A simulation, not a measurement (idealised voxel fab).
process module | voxel spacer lines
cross-section cut | 265 nm wide | cells 5 nm
A cross-section is a grid of square cells, given in bands from the top down. A band is one or more rows of cells.
Each band's line starts with the height of the band's top and of its bottom, in nm. Then come its materials from left to right, each with its width in nm. One material with "throughout" fills the band from edge to edge. "air" is empty space.
Height 0 is the level under which the wafer as received is all one material. The lowest band goes on downwards, as in "0 down".
A width such as "30 to 40" changes by the same amount from each row of cells to the next, from the band's top row to its bottom row.
"no change" after a step means that no cell of the cross-section changed.
closed voids: empty space of 8 cells or more with no open way to the top, each as width x height at its distance from the left edge, in nm
after a step's settings: what the simulator itself notes on the step
overlay nm, on a step with a mask: how far to the right of its planned place the mask lay; to the left if negative
plan
1 op RECEIVE | material Si
2 op CONFORMAL_DEP | material Al2O3 | thk nm 10
3 op DIRECTIONAL_DEP | material SiN | thk nm 10
4 op DIRECTIONAL_DEP | material aC | thk nm 30
5 op PATTERN | tone cover | mask id MANDREL | material resist | width nm 25 | pitch nm 80 | thk nm 35 | overlay nm 0
6 op DIRECTIONAL_ETCH | etch materials aC | depth nm 30
7 op STRIP | etch materials resist
8 op CONFORMAL_DEP | material SiO2 | thk nm 15
9 op DIRECTIONAL_ETCH | etch materials SiO2 | depth nm 15
10 op STRIP | etch materials aC
11 op DIRECTIONAL_ETCH | etch materials SiN | depth nm 10
12 op STRIP | etch materials SiO2
13 op FILL_DEP | material lowk | thk nm 10
14 op CMP | height nm 20
first wafer, as planned
as received, after step 1
  0 down: Si throughout
  closed voids: none
after step 2
  10 to 0: Al2O3 throughout
  below 0: unchanged
after step 3
  20 to 10: SiN throughout
  below 10: unchanged
after step 4
  50 to 20: aC throughout
  below 20: unchanged
after step 5
  85 to 50: air 40 | resist 25 | air 55 | resist 25 | air 55 | resist 25 | air 40
  below 50: unchanged
after step 6
  55 to 50: air 40 | resist 25 | air 55 | resist 25 | air 55 | resist 25 | air 40
  50 to 20: air 40 | aC 25 | air 55 | aC 25 | air 55 | aC 25 | air 40
  below 20: unchanged
after step 7
  50 to 20: air 40 | aC 25 | air 55 | aC 25 | air 55 | aC 25 | air 40
  below 20: unchanged
after step 8
  65 to 50: air 25 | SiO2 55 | air 25 | SiO2 55 | air 25 | SiO2 55 | air 25
  50 to 35: air 25 | SiO2 15 | aC 25 | SiO2 15 | air 25 | SiO2 15 | aC 25 | SiO2 15 | air 25 | SiO2 15 | aC 25 | SiO2 15 | air 25
  35 to 20: SiO2 40 | aC 25 | SiO2 55 | aC 25 | SiO2 55 | aC 25 | SiO2 40
  below 20: unchanged
after step 9
  50 to 20: air 25 | SiO2 15 | aC 25 | SiO2 15 | air 25 | SiO2 15 | aC 25 | SiO2 15 | air 25 | SiO2 15 | aC 25 | SiO2 15 | air 25
  below 20: unchanged
after step 10
  50 to 20: air 25 | SiO2 15 | air 25 | SiO2 15 | air 25 | SiO2 15 | air 25 | SiO2 15 | air 25 | SiO2 15 | air 25 | SiO2 15 | air 25
  below 20: unchanged
after step 11
  50 to 20: air 25 | SiO2 15 | air 25 | SiO2 15 | air 25 | SiO2 15 | air 25 | SiO2 15 | air 25 | SiO2 15 | air 25 | SiO2 15 | air 25
  20 to 10: air 25 | SiN 15 | air 25 | SiN 15 | air 25 | SiN 15 | air 25 | SiN 15 | air 25 | SiN 15 | air 25 | SiN 15 | air 25
  below 10: unchanged
after step 12
  20 to 10: air 25 | SiN 15 | air 25 | SiN 15 | air 25 | SiN 15 | air 25 | SiN 15 | air 25 | SiN 15 | air 25 | SiN 15 | air 25
  below 10: unchanged
after step 13
  30 to 20: lowk throughout
  20 to 10: lowk 25 | SiN 15 | lowk 25 | SiN 15 | lowk 25 | SiN 15 | lowk 25 | SiN 15 | lowk 25 | SiN 15 | lowk 25 | SiN 15 | lowk 25
  below 10: unchanged
after step 14
  20 to 10: lowk 25 | SiN 15 | lowk 25 | SiN 15 | lowk 25 | SiN 15 | lowk 25 | SiN 15 | lowk 25 | SiN 15 | lowk 25 | SiN 15 | lowk 25
  below 10: unchanged
second wafer: like start, like plan, one mistake. Through step 1 it matches the first wafer
when step 2 should have ended
  10 to 0: SiN throughout
  below 0: unchanged
when step 3 should have ended
  20 to 10: Al2O3 throughout
  below 10: unchanged
when step 4 should have ended
  50 to 20: aC throughout
  below 20: unchanged
when step 5 should have ended
  85 to 50: air 40 | resist 25 | air 55 | resist 25 | air 55 | resist 25 | air 40
  below 50: unchanged
when step 6 should have ended
  55 to 50: air 40 | resist 25 | air 55 | resist 25 | air 55 | resist 25 | air 40
  50 to 20: air 40 | aC 25 | air 55 | aC 25 | air 55 | aC 25 | air 40
  below 20: unchanged
when step 7 should have ended
  50 to 20: air 40 | aC 25 | air 55 | aC 25 | air 55 | aC 25 | air 40
  below 20: unchanged
when step 8 should have ended
  65 to 50: air 25 | SiO2 55 | air 25 | SiO2 55 | air 25 | SiO2 55 | air 25
  50 to 35: air 25 | SiO2 15 | aC 25 | SiO2 15 | air 25 | SiO2 15 | aC 25 | SiO2 15 | air 25 | SiO2 15 | aC 25 | SiO2 15 | air 25
  35 to 20: SiO2 40 | aC 25 | SiO2 55 | aC 25 | SiO2 55 | aC 25 | SiO2 40
  below 20: unchanged
when step 9 should have ended
  50 to 20: air 25 | SiO2 15 | aC 25 | SiO2 15 | air 25 | SiO2 15 | aC 25 | SiO2 15 | air 25 | SiO2 15 | aC 25 | SiO2 15 | air 25
  below 20: unchanged
when step 10 should have ended
  50 to 20: air 25 | SiO2 15 | air 25 | SiO2 15 | air 25 | SiO2 15 | air 25 | SiO2 15 | air 25 | SiO2 15 | air 25 | SiO2 15 | air 25
  below 20: unchanged
when step 11 should have ended: no change
when step 12 should have ended
  20 to 10: Al2O3 throughout
  below 10: unchanged
when step 13 should have ended
  30 to 20: lowk throughout
  below 20: unchanged
when step 14 should have ended
  20 to 10: Al2O3 throughout
  below 10: unchanged
what went wrong: steps 2 and 3 were swapped
at the end the second wafer has, in cells: 70 more of SiN | 70 fewer of lowk
